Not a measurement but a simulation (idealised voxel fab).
The following process module bears the name voxel trench capacitor.
Section cut is 200 nm wide and gridded with 5 nm square cells.
For the purposes of this document, a cross-section shall be understood as a grid of square cells, specified as bands listed in top-to-bottom order, each band consisting of one or more rows of cells.
Band entry format. Leading values: height of top, height of bottom, nm. Remainder: materials in left-to-right order, each with its width in nm. Special words: "all across" on a single material, which then fills the band edge to edge; "blank", empty space.
Counting heights begins at 0, where everything beneath is, in the wafer as received, one material. The lowest band has no bottom; it goes on downwards, as "z 0 and below" shows.
So if you see something like "30 to 40" for the width, read it as the top row of the band sitting at the first number and the bottom row at the second, with every row in between moving by the same amount as the last.
Where a step carries "nothing changed", the cross-section came out of it unchanged, cell for cell.
"Enclosed internal cavities": empty spaces of 8 cells or more with no open way to the top, each given as width x height at distance, distance from the left edge, all in nm.
Note: text after step settings on the step line = simulator remark on that step.
Among the settings permitted on a step's line is "overlay nm"; applied to a step with a mask, it specifies the extent to which the mask lay to the right of its planned position, whereas a negative figure signifies a position to the left.
# Process steps foreseen in the plan
1. RECEIVE | material Si
2. CONFORMAL_DEP | material SiN | thk nm 5
3. MASKED_ETCH | tone open | mask id TRENCH | width nm 15 | pitch nm 45 | etch materials SiN | depth nm 5 | overlay nm 0
4. MASKED_ETCH | tone open | mask id TRENCH | width nm 15 | pitch nm 45 | etch materials Si | depth nm 40 | overlay nm 0
5. CONFORMAL_DEP | material SiO2 | thk nm 5
6. FILL_DEP | material polySi | thk nm 5
7. CMP | height nm 5
# First wafer of two (run as planned)
# So this is the incoming wafer in cross-section - it's already been through step 1
	z 0 and below | Si all across
	Enclosed internal cavities: none
# After step 2: wafer cross-section
	z 5 to 0 | SiN all across
	Under 0: no change, same as before.
# After step 3: wafer cross-section
	z 5 to 0 | 45 of SiN, 15 of blank, 30 of SiN, 15 of blank, 30 of SiN, 15 of blank, 50 of SiN
	Under 0: no change, same as before.
# After step 4: wafer cross-section
	z 5 to 0 | 45 of SiN, 15 of blank, 30 of SiN, 15 of blank, 30 of SiN, 15 of blank, 50 of SiN
	z 0 to -40 | 45 of Si, 15 of blank, 30 of Si, 15 of blank, 30 of Si, 15 of blank, 50 of Si
	Under -40: no change, same as before.
# After step 5: wafer cross-section
	z 10 to 5 | 50 of SiO2, 5 of blank, 40 of SiO2, 5 of blank, 40 of SiO2, 5 of blank, 55 of SiO2
	z 5 to 0 | 45 of SiN, 5 of SiO2, 5 of blank, 5 of SiO2, 30 of SiN, 5 of SiO2, 5 of blank, 5 of SiO2, 30 of SiN, 5 of SiO2, 5 of blank, 5 of SiO2, 50 of SiN
	z 0 to -35 | 45 of Si, 5 of SiO2, 5 of blank, 5 of SiO2, 30 of Si, 5 of SiO2, 5 of blank, 5 of SiO2, 30 of Si, 5 of SiO2, 5 of blank, 5 of SiO2, 50 of Si
	z -35 to -40 | 45 of Si, 15 of SiO2, 30 of Si, 15 of SiO2, 30 of Si, 15 of SiO2, 50 of Si
	Under -40: no change, same as before.
# After step 6: wafer cross-section
	z 15 to 10 | polySi all across
	z 10 to 5 | 50 of SiO2, 5 of polySi, 40 of SiO2, 5 of polySi, 40 of SiO2, 5 of polySi, 55 of SiO2
	z 5 to 0 | 45 of SiN, 5 of SiO2, 5 of polySi, 5 of SiO2, 30 of SiN, 5 of SiO2, 5 of polySi, 5 of SiO2, 30 of SiN, 5 of SiO2, 5 of polySi, 5 of SiO2, 50 of SiN
	z 0 to -35 | 45 of Si, 5 of SiO2, 5 of polySi, 5 of SiO2, 30 of Si, 5 of SiO2, 5 of polySi, 5 of SiO2, 30 of Si, 5 of SiO2, 5 of polySi, 5 of SiO2, 50 of Si
	Under -35: no change, same as before.
# After step 7: wafer cross-section
	z 5 to 0 | 45 of SiN, 5 of SiO2, 5 of polySi, 5 of SiO2, 30 of SiN, 5 of SiO2, 5 of polySi, 5 of SiO2, 30 of SiN, 5 of SiO2, 5 of polySi, 5 of SiO2, 50 of SiN
	Under 0: no change, same as before.
# Companion wafer, the second of two: same beginning, same intended sequence, one mistake in carrying it out; through step 2 inclusive it tracks the first exactly
# Cross-sectional representation of the second wafer at the time designated in the plan for the completion of step 3
	z 5 to 0 | 55 of SiN, 15 of blank, 30 of SiN, 15 of blank, 30 of SiN, 15 of blank, 40 of SiN
	Under 0: no change, same as before.
# Cross-sectional representation of the second wafer at the time designated in the plan for the completion of step 4
	z 5 to 0 | 55 of SiN, 15 of blank, 30 of SiN, 15 of blank, 30 of SiN, 15 of blank, 40 of SiN
	z 0 to -40 | 55 of Si, 5 of blank, 40 of Si, 5 of blank, 40 of Si, 5 of blank, 50 of Si
	Under -40: no change, same as before.
# Cross-sectional representation of the second wafer at the time designated in the plan for the completion of step 5
	z 10 to 5 | 60 of SiO2, 5 of blank, 40 of SiO2, 5 of blank, 40 of SiO2, 5 of blank, 45 of SiO2
	z 5 to 0 | 55 of SiN, 15 of SiO2, 30 of SiN, 15 of SiO2, 30 of SiN, 15 of SiO2, 40 of SiN
	z 0 to -40 | 55 of Si, 5 of SiO2, 40 of Si, 5 of SiO2, 40 of Si, 5 of SiO2, 50 of Si
	Under -40: no change, same as before.
# Cross-sectional representation of the second wafer at the time designated in the plan for the completion of step 6
	z 15 to 10 | polySi all across
	z 10 to 5 | 60 of SiO2, 5 of polySi, 40 of SiO2, 5 of polySi, 40 of SiO2, 5 of polySi, 45 of SiO2
	Under 5: no change, same as before.
# Cross-sectional representation of the second wafer at the time designated in the plan for the completion of step 7
	z 5 to 0 | 55 of SiN, 15 of SiO2, 30 of SiN, 15 of SiO2, 30 of SiN, 15 of SiO2, 40 of SiN
	Under 0: no change, same as before.
It is concluded that the wafer was processed incorrectly with respect to the plan, in that step 3 deviated from plan and actually ran as MASKED_ETCH | tone open | mask id TRENCH | width nm 15 | pitch nm 45 | etch materials SiN | depth nm 5 | overlay nm 10
FYI, end of process, the second wafer has more or fewer cells of some materials than the first: Si: 48 more | SiO2: 24 fewer | polySi: 24 fewer
